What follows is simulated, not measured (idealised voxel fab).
Process module, titled voxel self aligned contacts
Displayed cross-section: cut, width of 150 nm, square cells sized 5 nm.
Cross-section layout: square cells on a grid; listed as bands, top to bottom; a band spans one or more cell rows. Band entry format. Leading values: height of top, height of bottom, nm. Remainder: materials in left-to-right order, each with its width in nm. Special words: "edge to edge" on a single material, which then fills the band edge to edge; "empty", empty space. Height 0 is the level under which the wafer as received is all one material. The lowest band goes on downwards, as in "0 and below". So if you see something like "30 to 40" for the width, read it as the top row of the band sitting at the first number and the bottom row at the second, with every row in between moving by the same amount as the last. Where a step carries "all unchanged", the cross-section came out of it unchanged, cell for cell. If an empty space has no open way to the top and is at least 8 cells in size, "Fully closed voids" lists it, written width x height at distance, where distance is measured from the left edge and every value is in nm. Where a step's line continues beyond its settings, the continuation is a remark by the simulator itself on that step. "overlay nm", when on a step's line for a step with a mask, measures how far to the right of its planned place the mask lay; a negative measure means to the left.

Below is the list of planned process steps
1. RECEIVE [material Si]
2. OXIDIZE [depth nm 5]
3. DIRECTIONAL_DEP [material polySi] [thk nm 20]
4. DIRECTIONAL_DEP [material SiN] [thk nm 20]
5. MASKED_ETCH [tone cover] [mask id GATE] [width nm 35] [pitch nm 80] [etch materials SiN] [depth nm 20] [overlay nm 0]
6. MASKED_ETCH [tone cover] [mask id GATE] [width nm 35] [pitch nm 80] [etch materials polySi] [depth nm 20] [overlay nm 0]
7. CONFORMAL_DEP [material SiN] [thk nm 10]
8. DIRECTIONAL_ETCH [etch materials SiN] [depth nm 10]
9. FILL_DEP [material SiO2] [thk nm 10]
10. CMP [height nm 45]
11. DIRECTIONAL_DEP [material aC] [thk nm 10]
12. PATTERN [tone open] [mask id CONTACT] [material resist] [width nm 65] [thk nm 30] [overlay nm 0]
13. DIRECTIONAL_ETCH [etch materials aC] [depth nm 10]
14. STRIP [etch materials resist]
15. DIRECTIONAL_ETCH [etch materials SiO2] [depth nm 50]
16. STRIP [etch materials aC]
17. CONFORMAL_DEP [material TiN] [thk nm 5]
18. FILL_DEP [material W] [thk nm 10]
19. CMP [height nm 45]
20. CONFORMAL_DEP [material SiN] [thk nm 5]

First of two wafers: run as planned

Cross-sectional view of the wafer in its as-received condition, corresponding to the state after step 1
    0 and below | Si edge to edge
    Fully closed voids: none

Step 2 complete: cross-section through the wafer
    0 down to -5 | SiO2 edge to edge
    Note: structure below -5 unchanged.

Step 3 complete: cross-section through the wafer
    20 down to 0 | polySi edge to edge
    Note: structure below 0 unchanged.

Step 4 complete: cross-section through the wafer
    40 down to 20 | SiN edge to edge
    Note: structure below 20 unchanged.

Step 5 complete: cross-section through the wafer
    40 down to 20 | 15 of empty, then 35 of SiN, then 45 of empty, then 35 of SiN, then 20 of empty
    Note: structure below 20 unchanged.

Step 6 complete: cross-section through the wafer
    40 down to 20 | 15 of empty, then 35 of SiN, then 45 of empty, then 35 of SiN, then 20 of empty
    20 down to 0 | 15 of empty, then 35 of polySi, then 45 of empty, then 35 of polySi, then 20 of empty
    Note: structure below 0 unchanged.

Step 7 complete: cross-section through the wafer
    50 down to 20 | 5 of empty, then 55 of SiN, then 25 of empty, then 55 of SiN, then 10 of empty
    20 down to 10 | 5 of empty, then 10 of SiN, then 35 of polySi, then 10 of SiN, then 25 of empty, then 10 of SiN, then 35 of polySi, then 10 of SiN, then 10 of empty
    10 down to 0 | 15 of SiN, then 35 of polySi, then 45 of SiN, then 35 of polySi, then 20 of SiN
    Note: structure below 0 unchanged.

Step 8 complete: cross-section through the wafer
    40 down to 20 | 5 of empty, then 55 of SiN, then 25 of empty, then 55 of SiN, then 10 of empty
    20 down to 0 | 5 of empty, then 10 of SiN, then 35 of polySi, then 10 of SiN, then 25 of empty, then 10 of SiN, then 35 of polySi, then 10 of SiN, then 10 of empty
    Note: structure below 0 unchanged.

Step 9 complete: cross-section through the wafer
    50 down to 40 | SiO2 edge to edge
    40 down to 20 | 5 of SiO2, then 55 of SiN, then 25 of SiO2, then 55 of SiN, then 10 of SiO2
    20 down to 0 | 5 of SiO2, then 10 of SiN, then 35 of polySi, then 10 of SiN, then 25 of SiO2, then 10 of SiN, then 35 of polySi, then 10 of SiN, then 10 of SiO2
    Note: structure below 0 unchanged.

Step 10 complete: cross-section through the wafer
    45 down to 40 | SiO2 edge to edge
    Note: structure below 40 unchanged.

Step 11 complete: cross-section through the wafer
    55 down to 45 | aC edge to edge
    Note: structure below 45 unchanged.

Step 12 complete: cross-section through the wafer
    85 down to 55 | 40 of resist, then 65 of empty, then 45 of resist
    Note: structure below 55 unchanged.

Step 13 complete: cross-section through the wafer
    75 down to 55 | 40 of resist, then 65 of empty, then 45 of resist
    55 down to 45 | 40 of aC, then 65 of empty, then 45 of aC
    Note: structure below 45 unchanged.

Step 14 complete: cross-section through the wafer
    55 down to 45 | 40 of aC, then 65 of empty, then 45 of aC
    Note: structure below 45 unchanged.

Step 15 complete: cross-section through the wafer
    55 down to 45 | 40 of aC, then 65 of empty, then 45 of aC
    45 down to 40 | 40 of SiO2, then 65 of empty, then 45 of SiO2
    40 down to 20 | 5 of SiO2, then 55 of SiN, then 25 of empty, then 55 of SiN, then 10 of SiO2
    20 down to 0 | 5 of SiO2, then 10 of SiN, then 35 of polySi, then 10 of SiN, then 25 of empty, then 10 of SiN, then 35 of polySi, then 10 of SiN, then 10 of SiO2
    0 down to -5 | 60 of SiO2, then 25 of empty, then 65 of SiO2
    Note: structure below -5 unchanged.

Step 16 complete: cross-section through the wafer
    45 down to 40 | 40 of SiO2, then 65 of empty, then 45 of SiO2
    Note: structure below 40 unchanged.

Step 17 complete: cross-section through the wafer
    50 down to 45 | 45 of TiN, then 55 of empty, then 50 of TiN
    45 down to 40 | 40 of SiO2, then 25 of TiN, then 15 of empty, then 25 of TiN, then 45 of SiO2
    40 down to 20 | 5 of SiO2, then 55 of SiN, then 5 of TiN, then 15 of empty, then 5 of TiN, then 55 of SiN, then 10 of SiO2
    20 down to 0 | 5 of SiO2, then 10 of SiN, then 35 of polySi, then 10 of SiN, then 5 of TiN, then 15 of empty, then 5 of TiN, then 10 of SiN, then 35 of polySi, then 10 of SiN, then 10 of SiO2
    0 down to -5 | 60 of SiO2, then 25 of TiN, then 65 of SiO2
    Note: structure below -5 unchanged.

Step 18 complete: cross-section through the wafer
    60 down to 50 | W edge to edge
    50 down to 45 | 45 of TiN, then 55 of W, then 50 of TiN
    45 down to 40 | 40 of SiO2, then 25 of TiN, then 15 of W, then 25 of TiN, then 45 of SiO2
    40 down to 20 | 5 of SiO2, then 55 of SiN, then 5 of TiN, then 15 of W, then 5 of TiN, then 55 of SiN, then 10 of SiO2
    20 down to 0 | 5 of SiO2, then 10 of SiN, then 35 of polySi, then 10 of SiN, then 5 of TiN, then 15 of W, then 5 of TiN, then 10 of SiN, then 35 of polySi, then 10 of SiN, then 10 of SiO2
    Note: structure below 0 unchanged.

Step 19 complete: cross-section through the wafer
    45 down to 40 | 40 of SiO2, then 25 of TiN, then 15 of W, then 25 of TiN, then 45 of SiO2
    Note: structure below 40 unchanged.

Step 20 complete: cross-section through the wafer
    50 down to 45 | SiN edge to edge
    Note: structure below 45 unchanged.

Okay, second wafer. Nothing different at the start, nothing different in the plan, just one mistake somewhere in the running. As far as step 6, counting that step, it's the first wafer all over again

Cross-section of the second wafer at the time step 7 of the plan should have ended
    30 down to 20 | 15 of empty, then 35 of SiN, then 45 of empty, then 35 of SiN, then 20 of empty
    Note: structure below 20 unchanged.

Cross-section of the second wafer at the time step 8 of the plan should have ended
    40 down to 20 | 5 of empty, then 55 of SiN, then 25 of empty, then 55 of SiN, then 10 of empty
    20 down to 10 | 5 of empty, then 10 of SiN, then 35 of polySi, then 10 of SiN, then 25 of empty, then 10 of SiN, then 35 of polySi, then 10 of SiN, then 10 of empty
    10 down to 0 | 15 of SiN, then 35 of polySi, then 45 of SiN, then 35 of polySi, then 20 of SiN
    Note: structure below 0 unchanged.

Cross-section of the second wafer at the time step 9 of the plan should have ended
    50 down to 40 | SiO2 edge to edge
    40 down to 20 | 5 of SiO2, then 55 of SiN, then 25 of SiO2, then 55 of SiN, then 10 of SiO2
    20 down to 10 | 5 of SiO2, then 10 of SiN, then 35 of polySi, then 10 of SiN, then 25 of SiO2, then 10 of SiN, then 35 of polySi, then 10 of SiN, then 10 of SiO2
    Note: structure below 10 unchanged.

Cross-section of the second wafer at the time step 10 of the plan should have ended
    45 down to 40 | SiO2 edge to edge
    Note: structure below 40 unchanged.

Cross-section of the second wafer at the time step 11 of the plan should have ended
    55 down to 45 | aC edge to edge
    Note: structure below 45 unchanged.

Cross-section of the second wafer at the time step 12 of the plan should have ended
    85 down to 55 | 40 of resist, then 65 of empty, then 45 of resist
    Note: structure below 55 unchanged.

Cross-section of the second wafer at the time step 13 of the plan should have ended
    75 down to 55 | 40 of resist, then 65 of empty, then 45 of resist
    55 down to 45 | 40 of aC, then 65 of empty, then 45 of aC
    Note: structure below 45 unchanged.

Cross-section of the second wafer at the time step 14 of the plan should have ended
    55 down to 45 | 40 of aC, then 65 of empty, then 45 of aC
    Note: structure below 45 unchanged.

Cross-section of the second wafer at the time step 15 of the plan should have ended
    55 down to 45 | 40 of aC, then 65 of empty, then 45 of aC
    45 down to 40 | 40 of SiO2, then 65 of empty, then 45 of SiO2
    40 down to 20 | 5 of SiO2, then 55 of SiN, then 25 of empty, then 55 of SiN, then 10 of SiO2
    20 down to 10 | 5 of SiO2, then 10 of SiN, then 35 of polySi, then 10 of SiN, then 25 of empty, then 10 of SiN, then 35 of polySi, then 10 of SiN, then 10 of SiO2
    Note: structure below 10 unchanged.

Cross-section of the second wafer at the time step 16 of the plan should have ended
    45 down to 40 | 40 of SiO2, then 65 of empty, then 45 of SiO2
    Note: structure below 40 unchanged.

Cross-section of the second wafer at the time step 17 of the plan should have ended
    50 down to 45 | 45 of TiN, then 55 of empty, then 50 of TiN
    45 down to 40 | 40 of SiO2, then 25 of TiN, then 15 of empty, then 25 of TiN, then 45 of SiO2
    40 down to 20 | 5 of SiO2, then 55 of SiN, then 5 of TiN, then 15 of empty, then 5 of TiN, then 55 of SiN, then 10 of SiO2
    20 down to 15 | 5 of SiO2, then 10 of SiN, then 35 of polySi, then 10 of SiN, then 5 of TiN, then 15 of empty, then 5 of TiN, then 10 of SiN, then 35 of polySi, then 10 of SiN, then 10 of SiO2
    15 down to 10 | 5 of SiO2, then 10 of SiN, then 35 of polySi, then 10 of SiN, then 25 of TiN, then 10 of SiN, then 35 of polySi, then 10 of SiN, then 10 of SiO2
    Note: structure below 10 unchanged.

Cross-section of the second wafer at the time step 18 of the plan should have ended
    60 down to 50 | W edge to edge
    50 down to 45 | 45 of TiN, then 55 of W, then 50 of TiN
    45 down to 40 | 40 of SiO2, then 25 of TiN, then 15 of W, then 25 of TiN, then 45 of SiO2
    40 down to 20 | 5 of SiO2, then 55 of SiN, then 5 of TiN, then 15 of W, then 5 of TiN, then 55 of SiN, then 10 of SiO2
    20 down to 15 | 5 of SiO2, then 10 of SiN, then 35 of polySi, then 10 of SiN, then 5 of TiN, then 15 of W, then 5 of TiN, then 10 of SiN, then 35 of polySi, then 10 of SiN, then 10 of SiO2
    Note: structure below 15 unchanged.

Cross-section of the second wafer at the time step 19 of the plan should have ended
    45 down to 40 | 40 of SiO2, then 25 of TiN, then 15 of W, then 25 of TiN, then 45 of SiO2
    Note: structure below 40 unchanged.

Cross-section of the second wafer at the time step 20 of the plan should have ended
    50 down to 45 | SiN edge to edge
    Note: structure below 45 unchanged.
So what did we get wrong on this run? steps 7 and 8 got flipped, so each one ran where the other should have
Count the cells at the end and the second wafer has more or fewer of some materials than the first: 16 more of SiN | 1 fewer of SiO2 | 6 fewer of TiN | 9 fewer of W
